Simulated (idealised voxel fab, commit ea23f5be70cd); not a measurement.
Documented hereafter: the process module known as voxel self aligned contacts.
For reference, the cross-section in this document is cut, with width 270 nm and square cells of 5 nm.
Cross-section = grid of square cells, listed top down in bands; band = one or more rows.
Look at the band entry: it leads with the top's height and the bottom's height in nm. Then it lists the materials left to right, with a width in nm for each. The word "all across" on a single material says that material fills the band edge to edge. The word "blank" is empty space.
Height is counted from the level 0, under which the received wafer is composed throughout of one material. The lowest of the bands is not closed at the bottom but continues downward, in the notation "0 down".
With a width like "30 to 40", each row of cells in the band differs from the next by the same amount, the top row carrying the first number and the bottom row the second.
Take "stayed the same" at face value: in the step it is given for, the cross-section changed in none of its cells.
Entry "Sealed internal voids". Content: empty spaces with no open connection to the top, size 8 cells or greater. Each: width x height at distance. Distance: from left edge. Unit: nm.
Whatever follows a step's settings on its line is a remark the simulator itself makes about that step.
"overlay nm" denotes, for a step that has a mask, the displacement of the mask to the right of its planned place, with negative values corresponding to the left.
-- Intended process steps
1,RECEIVE (material Si)
2,CONFORMAL_DEP (material SiO2; thk nm 5)
3,DIRECTIONAL_DEP (material polySi; thk nm 25)
4,DIRECTIONAL_DEP (material SiN; thk nm 25)
5,MASKED_ETCH (tone cover; mask id GATE; width nm 30; pitch nm 70; etch materials SiN; depth nm 25; overlay nm 0)
6,MASKED_ETCH (tone cover; mask id GATE; width nm 30; pitch nm 70; etch materials polySi; depth nm 25; overlay nm 0)
7,CONFORMAL_DEP (material SiN; thk nm 10)
8,DIRECTIONAL_ETCH (etch materials SiN; depth nm 10)
9,FILL_DEP (material SiO2; thk nm 15)
10,CMP (height nm 65)
11,MASKED_ETCH (tone open; mask id CONTACT; width nm 50; pitch nm 70; etch materials SiO2; depth nm 65; overlay nm 0)
12,CONFORMAL_DEP (material TiN; thk nm 5)
13,FILL_DEP (material W; thk nm 5)
14,CMP (height nm 65)
15,CONFORMAL_DEP (material SiN; thk nm 5)
-- Incoming wafer in cross-section (state: after step 1)
- 0 down  Si all across
- Sealed internal voids: none
-- Wafer cross-section at module end: first of two, run to plan
- 70 to 65  SiN all across
- 65 to 55  SiO2 75, then TiN 5 to 20, then W 40 to 10, then TiN 5 to 20, then SiO2 20, then TiN 5 to 20, then W 40 to 10, then TiN 5 to 20, then SiO2 75
- 55 to 30  SiO2 40, then SiN 50, then TiN 5, then W 10, then TiN 5, then SiN 50, then TiN 5, then W 10, then TiN 5, then SiN 50, then SiO2 40
- 30 to 5  SiO2 40, then SiN 10, then polySi 30, then SiN 10, then TiN 5, then W 10, then TiN 5, then SiN 10, then polySi 30, then SiN 10, then TiN 5, then W 10, then TiN 5, then SiN 10, then polySi 30, then SiN 10, then SiO2 40
- 5 to 0  SiO2 90, then TiN 20, then SiO2 50, then TiN 20, then SiO2 90
- 0 down  Si all across
- Sealed internal voids: none
-- End-of-module cross-section of the second wafer: identical starting point and process plan to the first, with one processing mistake
- 70 to 65  SiN all across
- 65 to 55  SiO2 75, then TiN 5 to 20, then W 40 to 15, then TiN 5 to 15, then SiO2 20, then TiN 5 to 20, then W 40 to 15, then TiN 5 to 15, then SiO2 75
- 55 to 35  SiO2 45, then SiN 45, then TiN 5, then W 15, then TiN 5, then SiN 45, then TiN 5, then W 15, then TiN 5, then SiN 45, then SiO2 40
- 35 to 30  SiO2 45, then SiN 45, then TiN 5, then W 10, then TiN 10, then SiN 45, then TiN 5, then W 10, then TiN 10, then SiN 45, then SiO2 40
- 30 to 5  SiO2 40, then SiN 10, then polySi 30, then SiN 10, then TiN 5, then W 10, then TiN 5, then SiN 10, then polySi 30, then SiN 10, then TiN 5, then W 10, then TiN 5, then SiN 10, then polySi 30, then SiN 10, then SiO2 40
- 5 to 0  SiO2 90, then TiN 20, then SiO2 50, then TiN 20, then SiO2 90
- 0 down  Si all across
- Sealed internal voids: none
Run error: step 5, actual vs plan mismatch, actual run MASKED_ETCH (tone cover; mask id GATE; width nm 25; pitch nm 70; etch materials SiN; depth nm 25; overlay nm 0)
The second wafer ends with more or fewer cells of some materials than the first, per final count: 15 fewer of SiN; 5 more of SiO2; 10 more of W
